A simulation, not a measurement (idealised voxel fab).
Process module heading - voxel self aligned vias
We display cut, a cross-section 255 nm in width whose square cells are each 5 nm.
Cross-section format: a grid of square cells, given as bands from top to bottom; each band is one or more rows of cells.
Read a band's entry like this: the first values are the height of its top and the height of its bottom in nm, and what follows is the sequence of materials from left to right, each with its width in nm. Note that "air" is empty space, and that a single material marked "all across" reaches across the band from edge to edge.
Zero point of the height axis is 0; under it, received wafer = one material. Lowest band: continues down indefinitely, "from 0 down".
A width such as "30..40" changes by the same amount from each row of cells to the next, from the band's top row to its bottom row.
"no change occurred" -> step changed no cross-section cell.
"Sealed internal cavities" enumerates empty spaces isolated from the top, with no open way to it, that contain at least 8 cells, giving each as width x height at distance from the left edge, all three in nm.
Post-settings text on a step line: simulator's own remark regarding the step.
overlay nm: where the mask lay relative to plan, measured to the right, on steps with a mask; negatives go left.

-- So here's the lineup of process steps we planned
1,RECEIVE,material Si
2,CONFORMAL_DEP,material SiO2,thk nm 10
3,CONFORMAL_DEP,material SiCN,thk nm 5
4,DIRECTIONAL_DEP,material lowk,thk nm 20
5,MASKED_ETCH,tone open,mask id LINES,width nm 20,pitch nm 55,etch materials lowk,depth nm 20,overlay nm 0
6,CONFORMAL_DEP,material TiN,thk nm 5
7,FILL_DEP,material W,thk nm 5
8,CMP,height nm 35
9,SELECTIVE_ETCH,etch materials W Ru TiN,depth nm 5
10,FILL_DEP,material SiN,thk nm 10
11,CMP,height nm 35
12,DIRECTIONAL_DEP,material lowk,thk nm 20
13,PATTERN,tone open,mask id VIAS,material resist,width nm 40,pitch nm 55,thk nm 20,overlay nm 0
14,DIRECTIONAL_ETCH,etch materials lowk,depth nm 20
15,DIRECTIONAL_ETCH,etch materials SiN,depth nm 5
16,STRIP,etch materials resist
17,CONFORMAL_DEP,material TiN,thk nm 5
18,FILL_DEP,material Ru,thk nm 10
19,CMP,height nm 55
20,CONFORMAL_DEP,material SiCN,thk nm 5

-- Cross-section of the incoming wafer, state after step 1
* from 0 down  Si all across
* Sealed internal cavities: none

-- Module complete, cross-section. Starting point and plan per above. One mistake made in running the module
* from 60 to 55  SiCN all across
* from 55 to 40  50 nm lowk, then 5 nm TiN, then 30 nm Ru, then 5 nm TiN, then 15 nm lowk, then 5 nm TiN, then 30 nm Ru, then 5 nm TiN, then 15 nm lowk, then 5 nm TiN, then 30 nm Ru, then 5 nm TiN, then 55 nm lowk
* from 40 to 35  50 nm lowk, then 40 nm TiN, then 15 nm lowk, then 40 nm TiN, then 15 nm lowk, then 40 nm TiN, then 55 nm lowk
* from 35 to 20  60 nm lowk, then 5 nm TiN, then 10 nm SiO2, then 5 nm TiN, then 35 nm lowk, then 5 nm TiN, then 10 nm SiO2, then 5 nm TiN, then 35 nm lowk, then 5 nm TiN, then 10 nm SiO2, then 5 nm TiN, then 65 nm lowk
* from 20 to 15  60 nm lowk, then 20 nm TiN, then 35 nm lowk, then 20 nm TiN, then 35 nm lowk, then 20 nm TiN, then 65 nm lowk
* from 15 to 10  SiCN all across
* from 10 to 0  SiO2 all across
* from 0 down  Si all across
* Sealed internal cavities: none
Misprocessing identified: it should be noted that step 7 was executed with settings other than those planned, the operation and settings actually applied being FILL_DEP,material SiO2,thk nm 5
